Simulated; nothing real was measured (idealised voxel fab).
Documented hereafter: the process module known as voxel ribs on slabs.
Square cells of 5 nm make up the cross-section cut, whose width is 265 nm.
Cross-section = grid of square cells, listed top down in bands; band = one or more rows.
Heights first: top, then bottom, in nm. Then materials, left to right, each with a width in nm. "everywhere" on a single material: fills the band edge to edge. "blank": empty space.
Height reference: 0 = level under which incoming wafer is all one material. Lowest band: no bottom, runs on downward, e.g. "top 0, no bottom".
The two numbers in a width such as "30->40" mark its ends across the band: the first belongs to the top row of cells, the second to the bottom row, and from each row to the next the width moves by the same amount.
Take "no change" at face value: in the step it is given for, the cross-section changed in none of its cells.
"Enclosed void list" specifies each empty space that is not open to the top and that occupies no fewer than 8 cells, using the form width x height at distance, the distance measured from the left edge and all three quantities in nm.
It should be noted that, on the line of a given step, the content following the step's settings is a remark produced by the simulator itself with respect to that step.
You can add "overlay nm" to a step's line. For a step with a mask, it describes how far the mask lay to the right of its planned position, and a negative number describes a lay to the left.
### The process steps that were planned are listed below
- 1: op RECEIVE | material Si
- 2: op DIRECTIONAL_DEP | material SiO2 | thk nm 30
- 3: op DIRECTIONAL_DEP | material SiN | thk nm 20
- 4: op PATTERN | tone cover | mask id RIB | material resist | width nm 30 | thk nm 20 | overlay nm 0
- 5: op DIRECTIONAL_ETCH | etch materials SiN | depth nm 15
- 6: op STRIP | etch materials resist
- 7: op MASKED_ETCH | tone cover | mask id SLAB | width nm 90 | etch materials SiN | depth nm 5 | overlay nm 0
- 8: op FILL_DEP | material SiO2 | thk nm 25
- 9: op CMP | height nm 65
- 10: op DIRECTIONAL_DEP | material TiN | thk nm 10
- 11: op MASKED_ETCH | tone cover | mask id HEATER | width nm 40 | etch materials TiN | depth nm 10 | overlay nm 0
- 12: op CONFORMAL_DEP | material SiN | thk nm 5
### Cross-section of the wafer as it came to us, i.e., already through step 1
> top 0, no bottom  Si everywhere
> Enclosed void list: none
### First of two wafers, end-of-module section, run followed plan
> top 80, bottom 75  105 blank, then 50 SiN, then 110 blank
> top 75, bottom 70  105 blank, then 5 SiN, then 40 TiN, then 5 SiN, then 110 blank
> top 70, bottom 65  110 SiN, then 40 TiN, then 115 SiN
> top 65, bottom 50  SiO2 everywhere
> top 50, bottom 35  115 SiO2, then 30 SiN, then 120 SiO2
> top 35, bottom 30  85 SiO2, then 90 SiN, then 90 SiO2
> top 30, bottom 0  SiO2 everywhere
> top 0, no bottom  Si everywhere
> Enclosed void list: none
### Cross-section of the latter of the two wafers at module completion. It had an identical start and an identical plan to the former; in running it, one mistake was made
> top 75, bottom 65  110 blank, then 40 TiN, then 115 blank
> top 65, bottom 50  SiO2 everywhere
> top 50, bottom 35  115 SiO2, then 30 SiN, then 120 SiO2
> top 35, bottom 30  85 SiO2, then 90 SiN, then 90 SiO2
> top 30, bottom 0  SiO2 everywhere
> top 0, no bottom  Si everywhere
> Enclosed void list: none
Against the plan, the run slipped here: step 12 was left out
The final cell counts differ between the wafers, with the second having more or fewer of some materials than the first: SiN -57
